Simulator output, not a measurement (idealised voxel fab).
process module | voxel plated lines
cross-section cut | 230 nm wide | cells 5 nm
A cross-section is a grid of square cells, given in bands from the top down. A band is one or more rows of cells.
Each band's line starts with the height of the band's top and of its bottom, in nm. Then come its materials from left to right, each with its width in nm. One material with "throughout" fills the band from edge to edge. "air" is empty space.
Height 0 is the level under which the wafer as received is all one material. The lowest band goes on downwards, as in "0 down".
A width such as "30 to 40" changes by the same amount from each row of cells to the next, from the band's top row to its bottom row.
"no change" after a step means that no cell of the cross-section changed.
closed voids: empty space of 8 cells or more with no open way to the top, each as width x height at its distance from the left edge, in nm
after a step's settings: what the simulator itself notes on the step
overlay nm, on a step with a mask: how far to the right of its planned place the mask lay; to the left if negative
plan
1 op RECEIVE | material Si
2 op CONFORMAL_DEP | material SiN | thk nm 15
3 op DIRECTIONAL_DEP | material TiN | thk nm 5
4 op PATTERN | tone open | mask id LINES | material resist | width nm 15 | pitch nm 35 | thk nm 20 | overlay nm 0
5 op EPI | material Ru | thk nm 5
6 op STRIP | etch materials resist
7 op DIRECTIONAL_ETCH | etch materials TiN | depth nm 5
8 op CONFORMAL_DEP | material SiN | thk nm 10
as received, after step 1
  0 down: Si throughout
  closed voids: none
first wafer at the end, as planned
  35 to 25: air 45 | SiN 140 | air 45
  25 to 20: SiN 55 | Ru 15 | SiN 20 | Ru 15 | SiN 20 | Ru 15 | SiN 20 | Ru 15 | SiN 55
  20 to 15: SiN 55 | TiN 15 | SiN 20 | TiN 15 | SiN 20 | TiN 15 | SiN 20 | TiN 15 | SiN 55
  15 to 0: SiN throughout
  0 down: Si throughout
  closed voids: none
second wafer at the end: like start, like plan, one mistake
  35 to 25: air 45 | SiN 145 | air 40
  25 to 20: SiN 55 | Ru 20 | SiN 15 | Ru 20 | SiN 15 | Ru 20 | SiN 15 | Ru 20 | SiN 50
  20 to 15: SiN 55 | TiN 20 | SiN 15 | TiN 20 | SiN 15 | TiN 20 | SiN 15 | TiN 20 | SiN 50
  15 to 0: SiN throughout
  0 down: Si throughout
  closed voids: none
what went wrong: step 4 ran as: op PATTERN | tone open | mask id LINES | material resist | width nm 20 | pitch nm 35 | thk nm 20 | overlay nm 0
at the end the second wafer has, in cells: 4 more of Ru | 6 fewer of SiN | 4 more of TiN
